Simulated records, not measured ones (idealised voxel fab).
The process module that follows is named voxel spacer lines.
Pictured: cross-section cut, 260 nm wide, on a grid of 5 nm square cells.
Cross-section, as written here: a square-cell grid given band by band from the top down, where a band holds one or more rows of cells. Band: top and bottom heights (nm) first, top before bottom; then materials from left to right, widths in nm. "everywhere" marks a sole material filling the band edge to edge. "empty" denotes empty space. Heights are measured from 0, the level below which the as-received wafer is all one material; the lowest band has no bottom and continues downward, written as in "z 0 and below". Quick explanation for "30->40": the width changes in equal steps down the rows of cells, from the first number in the band's top row to the second number in its bottom row. Where the words "no change" appear for a step, the cross-section shows no cell changed by that step; every cell remained as before. Enclosed voids (no open way to top), threshold 8 cells or more, entry "Sealed cavities", notation width x height at distance, distance from left edge, nm. Anything after a step's settings on that line? It's the simulator's own note about the step. overlay nm: how far to the right of its planned place the mask lay on this masked step (negative: to the left). Note: before/after cross-section pairs follow, one process step per pair, after-side truncated at the lowest changed band, step and settings given beneath. Different runs of this module on the same starting wafer may supply the pairs; a pair continues the one above only where the "Pre-step cross-section" entry says so.
### Pre-step cross-section
> z 0 and below  Si everywhere
> Sealed cavities: none
### Resulting Cross-Section
> z 10 to 0  Al2O3 everywhere
> Below 0, the layers are the same as they were.
> Sealed cavities: none
The step that takes the structure from the upper cross-section to the lower one is CONFORMAL_DEP,material Al2O3,thk nm 10
Pre-step cross-section: starting point is the after cross-section of the pair just above.
### Resulting Cross-Section
> z 20 to 10  W everywhere
> Below 10, the layers are the same as they were.
> Sealed cavities: none
The step that takes the structure from the upper cross-section to the lower one is DIRECTIONAL_DEP,material W,thk nm 10
Pre-step cross-section: starting point is the after cross-section of the pair just above.
### Resulting Cross-Section
> z 50 to 20  aC everywhere
> Below 20, the layers are the same as they were.
> Sealed cavities: none
The step that takes the structure from the upper cross-section to the lower one is DIRECTIONAL_DEP,material aC,thk nm 30
Pre-step cross-section: starting point is the after cross-section of the pair just above.
### Resulting Cross-Section
> z 90 to 50  empty (60), then resist (20), then empty (40), then resist (20), then empty (40), then resist (20), then empty (60)
> Below 50, the layers are the same as they were.
> Sealed cavities: none
The step that takes the structure from the upper cross-section to the lower one is PATTERN,tone cover,mask id MANDREL,material resist,width nm 20,pitch nm 60,thk nm 40,overlay nm 0
Pre-step cross-section: starting point is the after cross-section of the pair just above.
### Resulting Cross-Section
> z 60 to 50  empty (60), then resist (20), then empty (40), then resist (20), then empty (40), then resist (20), then empty (60)
> z 50 to 20  empty (60), then aC (20), then empty (40), then aC (20), then empty (40), then aC (20), then empty (60)
> Below 20, the layers are the same as they were.
> Sealed cavities: none
The step that takes the structure from the upper cross-section to the lower one is DIRECTIONAL_ETCH,etch materials aC,depth nm 30
Pre-step cross-section: starting point is the after cross-section of the pair just above.
### Resulting Cross-Section
> z 50 to 20  empty (60), then aC (20), then empty (40), then aC (20), then empty (40), then aC (20), then empty (60)
> Below 20, the layers are the same as they were.
> Sealed cavities: none
The step that takes the structure from the upper cross-section to the lower one is STRIP,etch materials resist
Pre-step cross-section: starting point is the after cross-section of the pair just above.
### Resulting Cross-Section
> z 60 to 50  empty (50), then SiO2 (40), then empty (20), then SiO2 (40), then empty (20), then SiO2 (40), then empty (50)
> z 50 to 30  empty (50), then SiO2 (10), then aC (20), then SiO2 (10), then empty (20), then SiO2 (10), then aC (20), then SiO2 (10), then empty (20), then SiO2 (10), then aC (20), then SiO2 (10), then empty (50)
> z 30 to 20  SiO2 (60), then aC (20), then SiO2 (40), then aC (20), then SiO2 (40), then aC (20), then SiO2 (60)
> Below 20, the layers are the same as they were.
> Sealed cavities: none
The step that takes the structure from the upper cross-section to the lower one is CONFORMAL_DEP,material SiO2,thk nm 10
Pre-step cross-section: starting point is the after cross-section of the pair just above.
### Resulting Cross-Section
> z 50 to 20  empty (50), then SiO2 (10), then aC (20), then SiO2 (10), then empty (20), then SiO2 (10), then aC (20), then SiO2 (10), then empty (20), then SiO2 (10), then aC (20), then SiO2 (10), then empty (50)
> Below 20, the layers are the same as they were.
> Sealed cavities: none
The step that takes the structure from the upper cross-section to the lower one is DIRECTIONAL_ETCH,etch materials SiO2,depth nm 10
Pre-step cross-section: starting point is the after cross-section of the pair just above.
### Resulting Cross-Section
> z 50 to 20  empty (50), then SiO2 (10), then empty (20), then SiO2 (10), then empty (20), then SiO2 (10), then empty (20), then SiO2 (10), then empty (20), then SiO2 (10), then empty (20), then SiO2 (10), then empty (50)
> Below 20, the layers are the same as they were.
> Sealed cavities: none
The step that takes the structure from the upper cross-section to the lower one is STRIP,etch materials aC
Pre-step cross-section: starting point is the after cross-section of the pair just above.
### Resulting Cross-Section
> z 50 to 20  empty (50), then SiO2 (10), then empty (20), then SiO2 (10), then empty (20), then SiO2 (10), then empty (20), then SiO2 (10), then empty (20), then SiO2 (10), then empty (20), then SiO2 (10), then empty (50)
> z 20 to 10  empty (50), then W (10), then empty (20), then W (10), then empty (20), then W (10), then empty (20), then W (10), then empty (20), then W (10), then empty (20), then W (10), then empty (50)
> Below 10, the layers are the same as they were.
> Sealed cavities: none
The step that takes the structure from the upper cross-section to the lower one is DIRECTIONAL_ETCH,etch materials W,depth nm 10
Pre-step cross-section: starting point is the after cross-section of the pair just above.
### Resulting Cross-Section
> z 20 to 10  empty (50), then W (10), then empty (20), then W (10), then empty (20), then W (10), then empty (20), then W (10), then empty (20), then W (10), then empty (20), then W (10), then empty (50)
> Below 10, the layers are the same as they were.
> Sealed cavities: none
The step that takes the structure from the upper cross-section to the lower one is STRIP,etch materials SiO2
Pre-step cross-section: starting point is the after cross-section of the pair just above.
### Resulting Cross-Section
> z 25 to 20  lowk everywhere
> z 20 to 10  lowk (50), then W (10), then lowk (20), then W (10), then lowk (20), then W (10), then lowk (20), then W (10), then lowk (20), then W (10), then lowk (20), then W (10), then lowk (50)
> Below 10, the layers are the same as they were.
> Sealed cavities: none
The step that takes the structure from the upper cross-section to the lower one is FILL_DEP,material lowk,thk nm 5
Pre-step cross-section: starting point is the after cross-section of the pair just above.
### Resulting Cross-Section
> z 20 to 10  lowk (50), then W (10), then lowk (20), then W (10), then lowk (20), then W (10), then lowk (20), then W (10), then lowk (20), then W (10), then lowk (20), then W (10), then lowk (50)
> Below 10, the layers are the same as they were.
> Sealed cavities: none
The step that takes the structure from the upper cross-section to the lower one is CMP,height nm 20
### Pre-step cross-section
> z 50 to 20  empty (50), then SiO2 (10), then empty (20), then SiO2 (10), then empty (20), then SiO2 (10), then empty (20), then SiO2 (10), then empty (20), then SiO2 (10), then empty (20), then SiO2 (10), then empty (50)
> z 20 to 10  empty (50), then W (10), then empty (20), then W (10), then empty (20), then W (10), then empty (20), then W (10), then empty (20), then W (10), then empty (20), then W (10), then empty (50)
> z 10 to 0  Al2O3 everywhere
> z 0 and below  Si everywhere
> Sealed cavities: none
### Resulting Cross-Section
> z 55 to 50  lowk everywhere
> z 50 to 20  lowk (50), then SiO2 (10), then lowk (20), then SiO2 (10), then lowk (20), then SiO2 (10), then lowk (20), then SiO2 (10), then lowk (20), then SiO2 (10), then lowk (20), then SiO2 (10), then lowk (50)
> z 20 to 10  lowk (50), then W (10), then lowk (20), then W (10), then lowk (20), then W (10), then lowk (20), then W (10), then lowk (20), then W (10), then lowk (20), then W (10), then lowk (50)
> Below 10, the layers are the same as they were.
> Sealed cavities: none
The step that takes the structure from the upper cross-section to the lower one is FILL_DEP,material lowk,thk nm 5
Pre-step cross-section: starting point is the after cross-section of the pair just above.
### Resulting Cross-Section
> z 20 to 10  lowk (50), then W (10), then lowk (20), then W (10), then lowk (20), then W (10), then lowk (20), then W (10), then lowk (20), then W (10), then lowk (20), then W (10), then lowk (50)
> Below 10, the layers are the same as they were.
> Sealed cavities: none
The step that takes the structure from the upper cross-section to the lower one is CMP,height nm 20
### Pre-step cross-section
> z 10 to 0  Al2O3 everywhere
> z 0 and below  Si everywhere
> Sealed cavities: none
### Resulting Cross-Section
> z 40 to 10  aC everywhere
> Below 10, the layers are the same as they were.
> Sealed cavities: none
The step that takes the structure from the upper cross-section to the lower one is DIRECTIONAL_DEP,material aC,thk nm 30
Pre-step cross-section: starting point is the after cross-section of the pair just above.
### Resulting Cross-Section
> z 50 to 40  W everywhere
> Below 40, the layers are the same as they were.
> Sealed cavities: none
The step that takes the structure from the upper cross-section to the lower one is DIRECTIONAL_DEP,material W,thk nm 10
Pre-step cross-section: starting point is the after cross-section of the pair just above.
### Resulting Cross-Section
> z 90 to 50  empty (60), then resist (20), then empty (40), then resist (20), then empty (40), then resist (20), then empty (60)
> Below 50, the layers are the same as they were.
> Sealed cavities: none
The step that takes the structure from the upper cross-section to the lower one is PATTERN,tone cover,mask id MANDREL,material resist,width nm 20,pitch nm 60,thk nm 40,overlay nm 0
Pre-step cross-section: starting point is the after cross-section of the pair just above.
### Resulting Cross-Section
> z 60 to 50  empty (60), then resist (20), then empty (40), then resist (20), then empty (40), then resist (20), then empty (60)
> Below 50, the layers are the same as they were.
> Sealed cavities: none
The step that takes the structure from the upper cross-section to the lower one is DIRECTIONAL_ETCH,etch materials aC,depth nm 30
Pre-step cross-section: starting point is the after cross-section of the pair just above.
### Resulting Cross-Section
> z 50 to 40  W everywhere
> Below 40, the layers are the same as they were.
> Sealed cavities: none
The step that takes the structure from the upper cross-section to the lower one is STRIP,etch materials resist
Pre-step cross-section: starting point is the after cross-section of the pair just above.
### Resulting Cross-Section
> z 60 to 50  SiO2 everywhere
> Below 50, the layers are the same as they were.
> Sealed cavities: none
The step that takes the structure from the upper cross-section to the lower one is CONFORMAL_DEP,material SiO2,thk nm 10
Pre-step cross-section: starting point is the after cross-section of the pair just above.
### Resulting Cross-Section
> z 50 to 40  W everywhere
> Below 40, the layers are the same as they were.
> Sealed cavities: none
The step that takes the structure from the upper cross-section to the lower one is DIRECTIONAL_ETCH,etch materials SiO2,depth nm 10
Pre-step cross-section: starting point is the after cross-section of the pair just above.
### Resulting Cross-Section
> z 40 to 10  aC everywhere
> Below 10, the layers are the same as they were.
> Sealed cavities: none
The step that takes the structure from the upper cross-section to the lower one is DIRECTIONAL_ETCH,etch materials W,depth nm 10
Pre-step cross-section: starting point is the after cross-section of the pair just above.
### Resulting Cross-Section
> z 45 to 40  lowk everywhere
> Below 40, the layers are the same as they were.
> Sealed cavities: none
The step that takes the structure from the upper cross-section to the lower one is FILL_DEP,material lowk,thk nm 5
Pre-step cross-section: starting point is the after cross-section of the pair just above.
### Resulting Cross-Section
> z 20 to 10  aC everywhere
> Below 10, the layers are the same as they were.
> Sealed cavities: none
The step that takes the structure from the upper cross-section to the lower one is CMP,height nm 20
### Pre-step cross-section
> z 0 and below  Si everywhere
> Sealed cavities: none
### Resulting Cross-Section
> z 15 to 0  Al2O3 everywhere
> Below 0, the layers are the same as they were.
> Sealed cavities: none
The step that takes the structure from the upper cross-section to the lower one is CONFORMAL_DEP,material Al2O3,thk nm 15
Pre-step cross-section: starting point is the after cross-section of the pair just above.
### Resulting Cross-Section
> z 25 to 15  W everywhere
> Below 15, the layers are the same as they were.
> Sealed cavities: none
The step that takes the structure from the upper cross-section to the lower one is DIRECTIONAL_DEP,material W,thk nm 10
Pre-step cross-section: starting point is the after cross-section of the pair just above.
### Resulting Cross-Section
> z 55 to 25  aC everywhere
> Below 25, the layers are the same as they were.
> Sealed cavities: none
The step that takes the structure from the upper cross-section to the lower one is DIRECTIONAL_DEP,material aC,thk nm 30
Pre-step cross-section: starting point is the after cross-section of the pair just above.
### Resulting Cross-Section
> z 95 to 55  empty (60), then resist (20), then empty (40), then resist (20), then empty (40), then resist (20), then empty (60)
> Below 55, the layers are the same as they were.
> Sealed cavities: none
The step that takes the structure from the upper cross-section to the lower one is PATTERN,tone cover,mask id MANDREL,material resist,width nm 20,pitch nm 60,thk nm 40,overlay nm 0
Pre-step cross-section: starting point is the after cross-section of the pair just above.
### Resulting Cross-Section
> z 65 to 55  empty (60), then resist (20), then empty (40), then resist (20), then empty (40), then resist (20), then empty (60)
> z 55 to 25  empty (60), then aC (20), then empty (40), then aC (20), then empty (40), then aC (20), then empty (60)
> Below 25, the layers are the same as they were.
> Sealed cavities: none
The step that takes the structure from the upper cross-section to the lower one is DIRECTIONAL_ETCH,etch materials aC,depth nm 30
Pre-step cross-section: starting point is the after cross-section of the pair just above.
### Resulting Cross-Section
> z 55 to 25  empty (60), then aC (20), then empty (40), then aC (20), then empty (40), then aC (20), then empty (60)
> Below 25, the layers are the same as they were.
> Sealed cavities: none
The step that takes the structure from the upper cross-section to the lower one is STRIP,etch materials resist
Pre-step cross-section: starting point is the after cross-section of the pair just above.
### Resulting Cross-Section
> z 65 to 55  empty (50), then SiO2 (40), then empty (20), then SiO2 (40), then empty (20), then SiO2 (40), then empty (50)
> z 55 to 35  empty (50), then SiO2 (10), then aC (20), then SiO2 (10), then empty (20), then SiO2 (10), then aC (20), then SiO2 (10), then empty (20), then SiO2 (10), then aC (20), then SiO2 (10), then empty (50)
> z 35 to 25  SiO2 (60), then aC (20), then SiO2 (40), then aC (20), then SiO2 (40), then aC (20), then SiO2 (60)
> Below 25, the layers are the same as they were.
> Sealed cavities: none
The step that takes the structure from the upper cross-section to the lower one is CONFORMAL_DEP,material SiO2,thk nm 10
Pre-step cross-section: starting point is the after cross-section of the pair just above.
### Resulting Cross-Section
> z 55 to 25  empty (50), then SiO2 (10), then aC (20), then SiO2 (10), then empty (20), then SiO2 (10), then aC (20), then SiO2 (10), then empty (20), then SiO2 (10), then aC (20), then SiO2 (10), then empty (50)
> Below 25, the layers are the same as they were.
> Sealed cavities: none
The step that takes the structure from the upper cross-section to the lower one is DIRECTIONAL_ETCH,etch materials SiO2,depth nm 10
Pre-step cross-section: starting point is the after cross-section of the pair just above.
### Resulting Cross-Section
> z 55 to 25  empty (50), then SiO2 (10), then empty (20), then SiO2 (10), then empty (20), then SiO2 (10), then empty (20), then SiO2 (10), then empty (20), then SiO2 (10), then empty (20), then SiO2 (10), then empty (50)
> Below 25, the layers are the same as they were.
> Sealed cavities: none
The step that takes the structure from the upper cross-section to the lower one is STRIP,etch materials aC
Pre-step cross-section: starting point is the after cross-section of the pair just above.
### Resulting Cross-Section
> z 55 to 25  empty (50), then SiO2 (10), then empty (20), then SiO2 (10), then empty (20), then SiO2 (10), then empty (20), then SiO2 (10), then empty (20), then SiO2 (10), then empty (20), then SiO2 (10), then empty (50)
> z 25 to 15  empty (50), then W (10), then empty (20), then W (10), then empty (20), then W (10), then empty (20), then W (10), then empty (20), then W (10), then empty (20), then W (10), then empty (50)
> Below 15, the layers are the same as they were.
> Sealed cavities: none
The step that takes the structure from the upper cross-section to the lower one is DIRECTIONAL_ETCH,etch materials W,depth nm 10
Pre-step cross-section: starting point is the after cross-section of the pair just above.
### Resulting Cross-Section
> z 25 to 15  empty (50), then W (10), then empty (20), then W (10), then empty (20), then W (10), then empty (20), then W (10), then empty (20), then W (10), then empty (20), then W (10), then empty (50)
> Below 15, the layers are the same as they were.
> Sealed cavities: none
The step that takes the structure from the upper cross-section to the lower one is STRIP,etch materials SiO2
Pre-step cross-section: starting point is the after cross-section of the pair just above.
### Resulting Cross-Section
> z 30 to 25  lowk everywhere
> z 25 to 15  lowk (50), then W (10), then lowk (20), then W (10), then lowk (20), then W (10), then lowk (20), then W (10), then lowk (20), then W (10), then lowk (20), then W (10), then lowk (50)
> Below 15, the layers are the same as they were.
> Sealed cavities: none
The step that takes the structure from the upper cross-section to the lower one is FILL_DEP,material lowk,thk nm 5
Pre-step cross-section: starting point is the after cross-section of the pair just above.
### Resulting Cross-Section
> z 20 to 15  lowk (50), then W (10), then lowk (20), then W (10), then lowk (20), then W (10), then lowk (20), then W (10), then lowk (20), then W (10), then lowk (20), then W (10), then lowk (50)
> Below 15, the layers are the same as they were.
> Sealed cavities: none
The step that takes the structure from the upper cross-section to the lower one is CMP,height nm 20
### Pre-step cross-section
> z 50 to 20  aC everywhere
> z 20 to 10  W everywhere
> z 10 to 0  Al2O3 everywhere
> z 0 and below  Si everywhere
> Sealed cavities: none
### Resulting Cross-Section
> z 90 to 50  empty (55), then resist (30), then empty (30), then resist (30), then empty (30), then resist (30), then empty (55)
> Below 50, the layers are the same as they were.
> Sealed cavities: none
The step that takes the structure from the upper cross-section to the lower one is PATTERN,tone cover,mask id MANDREL,material resist,width nm 30,pitch nm 60,thk nm 40,overlay nm 0
Pre-step cross-section: starting point is the after cross-section of the pair just above.
### Resulting Cross-Section
> z 60 to 50  empty (55), then resist (30), then empty (30), then resist (30), then empty (30), then resist (30), then empty (55)
> z 50 to 20  empty (55), then aC (30), then empty (30), then aC (30), then empty (30), then aC (30), then empty (55)
> Below 20, the layers are the same as they were.
> Sealed cavities: none
The step that takes the structure from the upper cross-section to the lower one is DIRECTIONAL_ETCH,etch materials aC,depth nm 30
Pre-step cross-section: starting point is the after cross-section of the pair just above.
### Resulting Cross-Section
> z 50 to 20  empty (55), then aC (30), then empty (30), then aC (30), then empty (30), then aC (30), then empty (55)
> Below 20, the layers are the same as they were.
> Sealed cavities: none
The step that takes the structure from the upper cross-section to the lower one is STRIP,etch materials resist
Pre-step cross-section: starting point is the after cross-section of the pair just above.
### Resulting Cross-Section
> z 60 to 50  empty (45), then SiO2 (50), then empty (10), then SiO2 (50), then empty (10), then SiO2 (50), then empty (45)
> z 50 to 30  empty (45), then SiO2 (10), then aC (30), then SiO2 (10), then empty (10), then SiO2 (10), then aC (30), then SiO2 (10), then empty (10), then SiO2 (10), then aC (30), then SiO2 (10), then empty (45)
> z 30 to 20  SiO2 (55), then aC (30), then SiO2 (30), then aC (30), then SiO2 (30), then aC (30), then SiO2 (55)
> Below 20, the layers are the same as they were.
> Sealed cavities: none
The step that takes the structure from the upper cross-section to the lower one is CONFORMAL_DEP,material SiO2,thk nm 10
Pre-step cross-section: starting point is the after cross-section of the pair just above.
### Resulting Cross-Section
> z 50 to 20  empty (45), then SiO2 (10), then aC (30), then SiO2 (10), then empty (10), then SiO2 (10), then aC (30), then SiO2 (10), then empty (10), then SiO2 (10), then aC (30), then SiO2 (10), then empty (45)
> Below 20, the layers are the same as they were.
> Sealed cavities: none
The step that takes the structure from the upper cross-section to the lower one is DIRECTIONAL_ETCH,etch materials SiO2,depth nm 10
Pre-step cross-section: starting point is the after cross-section of the pair just above.
### Resulting Cross-Section
> z 50 to 20  empty (45), then SiO2 (10), then empty (30), then SiO2 (10), then empty (10), then SiO2 (10), then empty (30), then SiO2 (10), then empty (10), then SiO2 (10), then empty (30), then SiO2 (10), then empty (45)
> Below 20, the layers are the same as they were.
> Sealed cavities: none
The step that takes the structure from the upper cross-section to the lower one is STRIP,etch materials aC
Pre-step cross-section: starting point is the after cross-section of the pair just above.
### Resulting Cross-Section
> z 50 to 20  empty (45), then SiO2 (10), then empty (30), then SiO2 (10), then empty (10), then SiO2 (10), then empty (30), then SiO2 (10), then empty (10), then SiO2 (10), then empty (30), then SiO2 (10), then empty (45)
> z 20 to 10  empty (45), then W (10), then empty (30), then W (10), then empty (10), then W (10), then empty (30), then W (10), then empty (10), then W (10), then empty (30), then W (10), then empty (45)
> Below 10, the layers are the same as they were.
> Sealed cavities: none
The step that takes the structure from the upper cross-section to the lower one is DIRECTIONAL_ETCH,etch materials W,depth nm 10
Pre-step cross-section: starting point is the after cross-section of the pair just above.
### Resulting Cross-Section
> z 20 to 10  empty (45), then W (10), then empty (30), then W (10), then empty (10), then W (10), then empty (30), then W (10), then empty (10), then W (10), then empty (30), then W (10), then empty (45)
> Below 10, the layers are the same as they were.
> Sealed cavities: none
The step that takes the structure from the upper cross-section to the lower one is STRIP,etch materials SiO2
Pre-step cross-section: starting point is the after cross-section of the pair just above.
### Resulting Cross-Section
> z 25 to 20  lowk everywhere
> z 20 to 10  lowk (45), then W (10), then lowk (30), then W (10), then lowk (10), then W (10), then lowk (30), then W (10), then lowk (10), then W (10), then lowk (30), then W (10), then lowk (45)
> Below 10, the layers are the same as they were.
> Sealed cavities: none
The step that takes the structure from the upper cross-section to the lower one is FILL_DEP,material lowk,thk nm 5
Pre-step cross-section: starting point is the after cross-section of the pair just above.
### Resulting Cross-Section
> z 20 to 10  lowk (45), then W (10), then lowk (30), then W (10), then lowk (10), then W (10), then lowk (30), then W (10), then lowk (10), then W (10), then lowk (30), then W (10), then lowk (45)
> Below 10, the layers are the same as they were.
> Sealed cavities: none
The step that takes the structure from the upper cross-section to the lower one is CMP,height nm 20
### Pre-step cross-section
> z 50 to 20  aC everywhere
> z 20 to 10  W everywhere
> z 10 to 0  Al2O3 everywhere
> z 0 and below  Si everywhere
> Sealed cavities: none
### Resulting Cross-Section
> z 90 to 50  empty (70), then resist (20), then empty (40), then resist (20), then empty (40), then resist (20), then empty (50)
> Below 50, the layers are the same as they were.
> Sealed cavities: none
The step that takes the structure from the upper cross-section to the lower one is PATTERN,tone cover,mask id MANDREL,material resist,width nm 20,pitch nm 60,thk nm 40,overlay nm 10
Pre-step cross-section: starting point is the after cross-section of the pair just above.
### Resulting Cross-Section
> z 60 to 50  empty (70), then resist (20), then empty (40), then resist (20), then empty (40), then resist (20), then empty (50)
> z 50 to 20  empty (70), then aC (20), then empty (40), then aC (20), then empty (40), then aC (20), then empty (50)
> Below 20, the layers are the same as they were.
> Sealed cavities: none
The step that takes the structure from the upper cross-section to the lower one is DIRECTIONAL_ETCH,etch materials aC,depth nm 30
Pre-step cross-section: starting point is the after cross-section of the pair just above.
### Resulting Cross-Section
> z 50 to 20  empty (70), then aC (20), then empty (40), then aC (20), then empty (40), then aC (20), then empty (50)
> Below 20, the layers are the same as they were.
> Sealed cavities: none
The step that takes the structure from the upper cross-section to the lower one is STRIP,etch materials resist
Pre-step cross-section: starting point is the after cross-section of the pair just above.
### Resulting Cross-Section
> z 60 to 50  empty (60), then SiO2 (40), then empty (20), then SiO2 (40), then empty (20), then SiO2 (40), then empty (40)
> z 50 to 30  empty (60), then SiO2 (10), then aC (20), then SiO2 (10), then empty (20), then SiO2 (10), then aC (20), then SiO2 (10), then empty (20), then SiO2 (10), then aC (20), then SiO2 (10), then empty (40)
> z 30 to 20  SiO2 (70), then aC (20), then SiO2 (40), then aC (20), then SiO2 (40), then aC (20), then SiO2 (50)
> Below 20, the layers are the same as they were.
> Sealed cavities: none
The step that takes the structure from the upper cross-section to the lower one is CONFORMAL_DEP,material SiO2,thk nm 10
Pre-step cross-section: starting point is the after cross-section of the pair just above.
### Resulting Cross-Section
> z 50 to 20  empty (60), then SiO2 (10), then aC (20), then SiO2 (10), then empty (20), then SiO2 (10), then aC (20), then SiO2 (10), then empty (20), then SiO2 (10), then aC (20), then SiO2 (10), then empty (40)
> Below 20, the layers are the same as they were.
> Sealed cavities: none
The step that takes the structure from the upper cross-section to the lower one is DIRECTIONAL_ETCH,etch materials SiO2,depth nm 10
Pre-step cross-section: starting point is the after cross-section of the pair just above.
### Resulting Cross-Section
> z 50 to 20  empty (60), then SiO2 (10), then empty (20), then SiO2 (10), then empty (20), then SiO2 (10), then empty (20), then SiO2 (10), then empty (20), then SiO2 (10), then empty (20), then SiO2 (10), then empty (40)
> Below 20, the layers are the same as they were.
> Sealed cavities: none
The step that takes the structure from the upper cross-section to the lower one is STRIP,etch materials aC
Pre-step cross-section: starting point is the after cross-section of the pair just above.
### Resulting Cross-Section
> z 50 to 20  empty (60), then SiO2 (10), then empty (20), then SiO2 (10), then empty (20), then SiO2 (10), then empty (20), then SiO2 (10), then empty (20), then SiO2 (10), then empty (20), then SiO2 (10), then empty (40)
> z 20 to 10  empty (60), then W (10), then empty (20), then W (10), then empty (20), then W (10), then empty (20), then W (10), then empty (20), then W (10), then empty (20), then W (10), then empty (40)
> Below 10, the layers are the same as they were.
> Sealed cavities: none
The step that takes the structure from the upper cross-section to the lower one is DIRECTIONAL_ETCH,etch materials W,depth nm 10
Pre-step cross-section: starting point is the after cross-section of the pair just above.
### Resulting Cross-Section
> z 20 to 10  empty (60), then W (10), then empty (20), then W (10), then empty (20), then W (10), then empty (20), then W (10), then empty (20), then W (10), then empty (20), then W (10), then empty (40)
> Below 10, the layers are the same as they were.
> Sealed cavities: none
The step that takes the structure from the upper cross-section to the lower one is STRIP,etch materials SiO2
Pre-step cross-section: starting point is the after cross-section of the pair just above.
### Resulting Cross-Section
> z 25 to 20  lowk everywhere
> z 20 to 10  lowk (60), then W (10), then lowk (20), then W (10), then lowk (20), then W (10), then lowk (20), then W (10), then lowk (20), then W (10), then lowk (20), then W (10), then lowk (40)
> Below 10, the layers are the same as they were.
> Sealed cavities: none
The step that takes the structure from the upper cross-section to the lower one is FILL_DEP,material lowk,thk nm 5
Pre-step cross-section: starting point is the after cross-section of the pair just above.
### Resulting Cross-Section
> z 20 to 10  lowk (60), then W (10), then lowk (20), then W (10), then lowk (20), then W (10), then lowk (20), then W (10), then lowk (20), then W (10), then lowk (20), then W (10), then lowk (40)
> Below 10, the layers are the same as they were.
> Sealed cavities: none
The step that takes the structure from the upper cross-section to the lower one is CMP,height nm 20
### Pre-step cross-section
> z 0 and below  Si everywhere
> Sealed cavities: none
### Resulting Cross-Section
> z 10 to 0  W everywhere
> Below 0, the layers are the same as they were.
> Sealed cavities: none
The step that takes the structure from the upper cross-section to the lower one is CONFORMAL_DEP,material W,thk nm 10
Pre-step cross-section: starting point is the after cross-section of the pair just above.
### Resulting Cross-Section
> z 20 to 0  W everywhere
> Below 0, the layers are the same as they were.
> Sealed cavities: none
The step that takes the structure from the upper cross-section to the lower one is DIRECTIONAL_DEP,material W,thk nm 10
Pre-step cross-section: starting point is the after cross-section of the pair just above.
### Resulting Cross-Section
> z 50 to 20  aC everywhere
> Below 20, the layers are the same as they were.
> Sealed cavities: none
The step that takes the structure from the upper cross-section to the lower one is DIRECTIONAL_DEP,material aC,thk nm 30
Pre-step cross-section: starting point is the after cross-section of the pair just above.
### Resulting Cross-Section
> z 90 to 50  empty (60), then resist (20), then empty (40), then resist (20), then empty (40), then resist (20), then empty (60)
> Below 50, the layers are the same as they were.
> Sealed cavities: none
The step that takes the structure from the upper cross-section to the lower one is PATTERN,tone cover,mask id MANDREL,material resist,width nm 20,pitch nm 60,thk nm 40,overlay nm 0
Pre-step cross-section: starting point is the after cross-section of the pair just above.
### Resulting Cross-Section
> z 60 to 50  empty (60), then resist (20), then empty (40), then resist (20), then empty (40), then resist (20), then empty (60)
> z 50 to 20  empty (60), then aC (20), then empty (40), then aC (20), then empty (40), then aC (20), then empty (60)
> Below 20, the layers are the same as they were.
> Sealed cavities: none
The step that takes the structure from the upper cross-section to the lower one is DIRECTIONAL_ETCH,etch materials aC,depth nm 30
Pre-step cross-section: starting point is the after cross-section of the pair just above.
### Resulting Cross-Section
> z 50 to 20  empty (60), then aC (20), then empty (40), then aC (20), then empty (40), then aC (20), then empty (60)
> Below 20, the layers are the same as they were.
> Sealed cavities: none
The step that takes the structure from the upper cross-section to the lower one is STRIP,etch materials resist
Pre-step cross-section: starting point is the after cross-section of the pair just above.
### Resulting Cross-Section
> z 60 to 50  empty (50), then SiO2 (40), then empty (20), then SiO2 (40), then empty (20), then SiO2 (40), then empty (50)
> z 50 to 30  empty (50), then SiO2 (10), then aC (20), then SiO2 (10), then empty (20), then SiO2 (10), then aC (20), then SiO2 (10), then empty (20), then SiO2 (10), then aC (20), then SiO2 (10), then empty (50)
> z 30 to 20  SiO2 (60), then aC (20), then SiO2 (40), then aC (20), then SiO2 (40), then aC (20), then SiO2 (60)
> Below 20, the layers are the same as they were.
> Sealed cavities: none
The step that takes the structure from the upper cross-section to the lower one is CONFORMAL_DEP,material SiO2,thk nm 10
Pre-step cross-section: starting point is the after cross-section of the pair just above.
### Resulting Cross-Section
> z 50 to 20  empty (50), then SiO2 (10), then aC (20), then SiO2 (10), then empty (20), then SiO2 (10), then aC (20), then SiO2 (10), then empty (20), then SiO2 (10), then aC (20), then SiO2 (10), then empty (50)
> Below 20, the layers are the same as they were.
> Sealed cavities: none
The step that takes the structure from the upper cross-section to the lower one is DIRECTIONAL_ETCH,etch materials SiO2,depth nm 10
Pre-step cross-section: starting point is the after cross-section of the pair just above.
### Resulting Cross-Section
> z 50 to 20  empty (50), then SiO2 (10), then empty (20), then SiO2 (10), then empty (20), then SiO2 (10), then empty (20), then SiO2 (10), then empty (20), then SiO2 (10), then empty (20), then SiO2 (10), then empty (50)
> Below 20, the layers are the same as they were.
> Sealed cavities: none
The step that takes the structure from the upper cross-section to the lower one is STRIP,etch materials aC
Pre-step cross-section: starting point is the after cross-section of the pair just above.
### Resulting Cross-Section
> z 50 to 20  empty (50), then SiO2 (10), then empty (20), then SiO2 (10), then empty (20), then SiO2 (10), then empty (20), then SiO2 (10), then empty (20), then SiO2 (10), then empty (20), then SiO2 (10), then empty (50)
> z 20 to 10  empty (50), then W (10), then empty (20), then W (10), then empty (20), then W (10), then empty (20), then W (10), then empty (20), then W (10), then empty (20), then W (10), then empty (50)
> Below 10, the layers are the same as they were.
> Sealed cavities: none
The step that takes the structure from the upper cross-section to the lower one is DIRECTIONAL_ETCH,etch materials W,depth nm 10
Pre-step cross-section: starting point is the after cross-section of the pair just above.
### Resulting Cross-Section
> z 20 to 10  empty (50), then W (10), then empty (20), then W (10), then empty (20), then W (10), then empty (20), then W (10), then empty (20), then W (10), then empty (20), then W (10), then empty (50)
> Below 10, the layers are the same as they were.
> Sealed cavities: none
The step that takes the structure from the upper cross-section to the lower one is STRIP,etch materials SiO2
Pre-step cross-section: starting point is the after cross-section of the pair just above.
### Resulting Cross-Section
> z 25 to 20  lowk everywhere
> z 20 to 10  lowk (50), then W (10), then lowk (20), then W (10), then lowk (20), then W (10), then lowk (20), then W (10), then lowk (20), then W (10), then lowk (20), then W (10), then lowk (50)
> Below 10, the layers are the same as they were.
> Sealed cavities: none
The step that takes the structure from the upper cross-section to the lower one is FILL_DEP,material lowk,thk nm 5
Pre-step cross-section: starting point is the after cross-section of the pair just above.
### Resulting Cross-Section
> z 20 to 10  lowk (50), then W (10), then lowk (20), then W (10), then lowk (20), then W (10), then lowk (20), then W (10), then lowk (20), then W (10), then lowk (20), then W (10), then lowk (50)
> Below 10, the layers are the same as they were.
> Sealed cavities: none
The step that takes the structure from the upper cross-section to the lower one is CMP,height nm 20
